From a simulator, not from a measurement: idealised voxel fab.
process module | voxel quadruple lines
cross-section cut | 170 nm wide | cells 5 nm
A cross-section is a grid of square cells, given in bands from the top down. A band is one or more rows of cells.
Each band's line starts with the height of the band's top and of its bottom, in nm. Then come its materials from left to right, each with its width in nm. One material with "throughout" fills the band from edge to edge. "air" is empty space.
Height 0 is the level under which the wafer as received is all one material. The lowest band goes on downwards, as in "0 down".
A width such as "30 to 40" changes by the same amount from each row of cells to the next, from the band's top row to its bottom row.
"no change" after a step means that no cell of the cross-section changed.
closed voids: empty space of 8 cells or more with no open way to the top, each as width x height at its distance from the left edge, in nm
after a step's settings: what the simulator itself notes on the step
overlay nm, on a step with a mask: how far to the right of its planned place the mask lay; to the left if negative
plan
1 op RECEIVE | material Si
2 op CONFORMAL_DEP | material Al2O3 | thk nm 5
3 op DIRECTIONAL_DEP | material W | thk nm 10
4 op DIRECTIONAL_DEP | material polySi | thk nm 15
5 op DIRECTIONAL_DEP | material aC | thk nm 20
6 op PATTERN | tone cover | mask id MANDREL | material resist | width nm 20 | pitch nm 60 | thk nm 30 | overlay nm 0
7 op DIRECTIONAL_ETCH | etch materials aC | depth nm 20
8 op STRIP | etch materials resist
9 op CONFORMAL_DEP | material SiO2 | thk nm 10
10 op DIRECTIONAL_ETCH | etch materials SiO2 | depth nm 10
11 op STRIP | etch materials aC
12 op DIRECTIONAL_ETCH | etch materials polySi | depth nm 15
13 op STRIP | etch materials SiO2
14 op CONFORMAL_DEP | material SiCN | thk nm 5
15 op DIRECTIONAL_ETCH | etch materials SiCN | depth nm 5
16 op STRIP | etch materials polySi
17 op DIRECTIONAL_ETCH | etch materials W | depth nm 10
18 op STRIP | etch materials SiCN
19 op FILL_DEP | material SiO2 | thk nm 10
20 op CMP | height nm 15
first wafer, as planned
as received, after step 1
  0 down: Si throughout
  closed voids: none
after step 2
  5 to 0: Al2O3 throughout
  below 0: unchanged
after step 3
  15 to 5: W throughout
  below 5: unchanged
after step 4
  30 to 15: polySi throughout
  below 15: unchanged
after step 5
  50 to 30: aC throughout
  below 30: unchanged
after step 6
  80 to 50: air 45 | resist 20 | air 40 | resist 20 | air 45
  below 50: unchanged
after step 7
  60 to 50: air 45 | resist 20 | air 40 | resist 20 | air 45
  50 to 30: air 45 | aC 20 | air 40 | aC 20 | air 45
  below 30: unchanged
after step 8
  50 to 30: air 45 | aC 20 | air 40 | aC 20 | air 45
  below 30: unchanged
after step 9
  60 to 50: air 35 | SiO2 40 | air 20 | SiO2 40 | air 35
  50 to 40: air 35 | SiO2 10 | aC 20 | SiO2 10 | air 20 | SiO2 10 | aC 20 | SiO2 10 | air 35
  40 to 30: SiO2 45 | aC 20 | SiO2 40 | aC 20 | SiO2 45
  below 30: unchanged
after step 10
  50 to 30: air 35 | SiO2 10 | aC 20 | SiO2 10 | air 20 | SiO2 10 | aC 20 | SiO2 10 | air 35
  below 30: unchanged
after step 11
  50 to 30: air 35 | SiO2 10 | air 20 | SiO2 10 | air 20 | SiO2 10 | air 20 | SiO2 10 | air 35
  below 30: unchanged
after step 12
  50 to 30: air 35 | SiO2 10 | air 20 | SiO2 10 | air 20 | SiO2 10 | air 20 | SiO2 10 | air 35
  30 to 15: air 35 | polySi 10 | air 20 | polySi 10 | air 20 | polySi 10 | air 20 | polySi 10 | air 35
  below 15: unchanged
after step 13
  30 to 15: air 35 | polySi 10 | air 20 | polySi 10 | air 20 | polySi 10 | air 20 | polySi 10 | air 35
  below 15: unchanged
after step 14
  35 to 30: air 30 | SiCN 20 | air 10 | SiCN 20 | air 10 | SiCN 20 | air 10 | SiCN 20 | air 30
  30 to 20: air 30 | SiCN 5 | polySi 10 | SiCN 5 | air 10 | SiCN 5 | polySi 10 | SiCN 5 | air 10 | SiCN 5 | polySi 10 | SiCN 5 | air 10 | SiCN 5 | polySi 10 | SiCN 5 | air 30
  20 to 15: SiCN 35 | polySi 10 | SiCN 20 | polySi 10 | SiCN 20 | polySi 10 | SiCN 20 | polySi 10 | SiCN 35
  below 15: unchanged
after step 15
  30 to 15: air 30 | SiCN 5 | polySi 10 | SiCN 5 | air 10 | SiCN 5 | polySi 10 | SiCN 5 | air 10 | SiCN 5 | polySi 10 | SiCN 5 | air 10 | SiCN 5 | polySi 10 | SiCN 5 | air 30
  below 15: unchanged
after step 16
  30 to 15: air 30 | SiCN 5 | air 10 | SiCN 5 | air 10 | SiCN 5 | air 10 | SiCN 5 | air 10 | SiCN 5 | air 10 | SiCN 5 | air 10 | SiCN 5 | air 10 | SiCN 5 | air 30
  below 15: unchanged
after step 17
  30 to 15: air 30 | SiCN 5 | air 10 | SiCN 5 | air 10 | SiCN 5 | air 10 | SiCN 5 | air 10 | SiCN 5 | air 10 | SiCN 5 | air 10 | SiCN 5 | air 10 | SiCN 5 | air 30
  15 to 5: air 30 | W 5 | air 10 | W 5 | air 10 | W 5 | air 10 | W 5 | air 10 | W 5 | air 10 | W 5 | air 10 | W 5 | air 10 | W 5 | air 30
  below 5: unchanged
after step 18
  15 to 5: air 30 | W 5 | air 10 | W 5 | air 10 | W 5 | air 10 | W 5 | air 10 | W 5 | air 10 | W 5 | air 10 | W 5 | air 10 | W 5 | air 30
  below 5: unchanged
after step 19
  25 to 15: SiO2 throughout
  15 to 5: SiO2 30 | W 5 | SiO2 10 | W 5 | SiO2 10 | W 5 | SiO2 10 | W 5 | SiO2 10 | W 5 | SiO2 10 | W 5 | SiO2 10 | W 5 | SiO2 10 | W 5 | SiO2 30
  below 5: unchanged
after step 20
  15 to 5: SiO2 30 | W 5 | SiO2 10 | W 5 | SiO2 10 | W 5 | SiO2 10 | W 5 | SiO2 10 | W 5 | SiO2 10 | W 5 | SiO2 10 | W 5 | SiO2 10 | W 5 | SiO2 30
  below 5: unchanged
second wafer: like start, like plan, one mistake. Through step 2 it matches the first wafer
when step 3 should have ended
  20 to 5: polySi throughout
  below 5: unchanged
when step 4 should have ended
  30 to 20: W throughout
  below 20: unchanged
when step 5 should have ended
  50 to 30: aC throughout
  below 30: unchanged
when step 6 should have ended
  80 to 50: air 45 | resist 20 | air 40 | resist 20 | air 45
  below 50: unchanged
when step 7 should have ended
  60 to 50: air 45 | resist 20 | air 40 | resist 20 | air 45
  50 to 30: air 45 | aC 20 | air 40 | aC 20 | air 45
  below 30: unchanged
when step 8 should have ended
  50 to 30: air 45 | aC 20 | air 40 | aC 20 | air 45
  below 30: unchanged
when step 9 should have ended
  60 to 50: air 35 | SiO2 40 | air 20 | SiO2 40 | air 35
  50 to 40: air 35 | SiO2 10 | aC 20 | SiO2 10 | air 20 | SiO2 10 | aC 20 | SiO2 10 | air 35
  40 to 30: SiO2 45 | aC 20 | SiO2 40 | aC 20 | SiO2 45
  below 30: unchanged
when step 10 should have ended
  50 to 30: air 35 | SiO2 10 | aC 20 | SiO2 10 | air 20 | SiO2 10 | aC 20 | SiO2 10 | air 35
  below 30: unchanged
when step 11 should have ended
  50 to 30: air 35 | SiO2 10 | air 20 | SiO2 10 | air 20 | SiO2 10 | air 20 | SiO2 10 | air 35
  below 30: unchanged
when step 12 should have ended: no change
when step 13 should have ended
  30 to 20: W throughout
  below 20: unchanged
when step 14 should have ended
  35 to 30: SiCN throughout
  below 30: unchanged
when step 15 should have ended
  30 to 20: W throughout
  below 20: unchanged
when step 16 should have ended: no change
when step 17 should have ended
  20 to 5: polySi throughout
  below 5: unchanged
when step 18 should have ended: no change
when step 19 should have ended
  30 to 20: SiO2 throughout
  below 20: unchanged
when step 20 should have ended
  15 to 5: polySi throughout
  below 5: unchanged
what went wrong: steps 3 and 4 were swapped
at the end the second wafer has, in cells: 52 fewer of SiO2 | 16 fewer of W | 68 more of polySi
